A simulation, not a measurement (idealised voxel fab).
voxel capacitor over wiring: a process module
It is cross-section cut that appears here, measuring 180 nm in width, its square cells being 5 nm in size.
Cross-sections here: square-cell grids, written as top-down lists of bands, a band being one or more rows of cells.
Look at the band entry: it leads with the top's height and the bottom's height in nm. Then it lists the materials left to right, with a width in nm for each. The word "full width" on a single material says that material fills the band edge to edge. The word "air" is empty space.
Where do heights start? At 0: under that level the wafer as delivered is made of one material only. And the lowest band has no floor; it just carries on downward, as in "z 0 and below".
Think of "30->40" as a width that walks from the first number to the second as you go down the band, top row to bottom row, taking equal-sized steps from row to row.
Any step labelled "no change" changed none of the cells in the cross-section.
You'll see "Closed void register" listing empty spaces that have no way open to the top, as long as they're 8 cells or more; the notation is width x height at distance, where the distance is from the left edge, and all of it is in nm.
after a step's settings: what the simulator itself notes on the step
overlay nm: where the mask lay relative to plan, measured to the right, on steps with a mask; negatives go left.

[Planned process steps]
1. RECEIVE, material Si
2. CONFORMAL_DEP, material SiO2, thk nm 15
3. DIRECTIONAL_DEP, material TiN, thk nm 5
4. DIRECTIONAL_DEP, material Ru, thk nm 20
5. PATTERN, tone cover, mask id METAL_1, material resist, width nm 25, pitch nm 95, thk nm 20, overlay nm 0
6. DIRECTIONAL_ETCH, etch materials Ru, depth nm 20
7. DIRECTIONAL_ETCH, etch materials TiN, depth nm 5
8. STRIP, etch materials resist
9. CONFORMAL_DEP, material SiCN, thk nm 5
10. FILL_DEP, material lowk, thk nm 5
11. CMP, height nm 40
12. CONFORMAL_DEP, material SiCN, thk nm 5
13. DIRECTIONAL_DEP, material SiO2, thk nm 10
14. DIRECTIONAL_DEP, material aC, thk nm 15
15. PATTERN, tone open, mask id PLUG_1, material resist, width nm 15, thk nm 35, overlay nm 0
16. DIRECTIONAL_ETCH, etch materials aC, depth nm 15
17. STRIP, etch materials resist
18. DIRECTIONAL_ETCH, etch materials SiO2, depth nm 10
19. DIRECTIONAL_ETCH, etch materials SiCN, depth nm 5
20. STRIP, etch materials aC
21. EPI, material Ru, thk nm 10
22. EPI, material Ru, thk nm 5
23. DIRECTIONAL_DEP, material TiN, thk nm 5
24. DIRECTIONAL_DEP, material HfO2, thk nm 5
25. DIRECTIONAL_DEP, material TiN, thk nm 5
26. DIRECTIONAL_DEP, material aC, thk nm 15
27. PATTERN, tone cover, mask id UPPER_PLATE, material resist, width nm 75, thk nm 30, overlay nm 0
28. DIRECTIONAL_ETCH, etch materials aC, depth nm 15
29. STRIP, etch materials resist
30. DIRECTIONAL_ETCH, etch materials TiN, depth nm 5
31. DIRECTIONAL_ETCH, etch materials HfO2, depth nm 5
32. STRIP, etch materials aC
33. DIRECTIONAL_DEP, material aC, thk nm 15
34. PATTERN, tone cover, mask id LOWER_PLATE, material resist, width nm 85, thk nm 35, overlay nm 0
35. DIRECTIONAL_ETCH, etch materials aC, depth nm 15
36. STRIP, etch materials resist
37. DIRECTIONAL_ETCH, etch materials TiN, depth nm 5
38. STRIP, etch materials aC
39. FILL_DEP, material SiO2, thk nm 15
40. CMP, height nm 80
41. DIRECTIONAL_DEP, material aC, thk nm 10
42. PATTERN, tone open, mask id PLUG_2, material resist, width nm 15, thk nm 30, overlay nm 0
43. DIRECTIONAL_ETCH, etch materials aC, depth nm 10
44. STRIP, etch materials resist
45. DIRECTIONAL_ETCH, etch materials SiO2, depth nm 10
46. STRIP, etch materials aC
47. CONFORMAL_DEP, material TiN, thk nm 5
48. FILL_DEP, material W, thk nm 10
49. CMP, height nm 80
50. CONFORMAL_DEP, material SiCN, thk nm 5

[Cross-section, incoming material, after step 1]
    z 0 and below: Si full width
    Closed void register: none

[The cross-section shown corresponds to the wafer at the conclusion of the module. The initial structure and the process plan are those presented above; however, one mistake occurred in executing the plan]
    z 85 to 80: SiCN full width
    z 80 to 75: SiO2 (50), TiN (5), W (5), TiN (5), SiO2 (115)
    z 75 to 65: SiO2 (50->40), TiN (15->75), SiO2 (115->65)
    z 65 to 60: SiO2 (40), HfO2 (75), SiO2 (65)
    z 60 to 55: SiO2 (35), TiN (85), SiO2 (60)
    z 55 to 45: SiO2 (40), Ru (15), SiO2 (125)
    z 45 to 40: SiCN (40), Ru (15), SiCN (125)
    z 40 to 35: lowk (25), SiCN (5), Ru (25), SiCN (5), lowk (60), SiCN (5), Ru (25), SiCN (5), lowk (25)
    z 35 to 30: SiCN (30), TiN (25), SiCN (70), TiN (25), SiCN (30)
    z 30 to 0: SiO2 full width
    z 0 and below: Si full width
    Closed void register: none
What was done differently from what was planned? the plan had its step 2 run twice
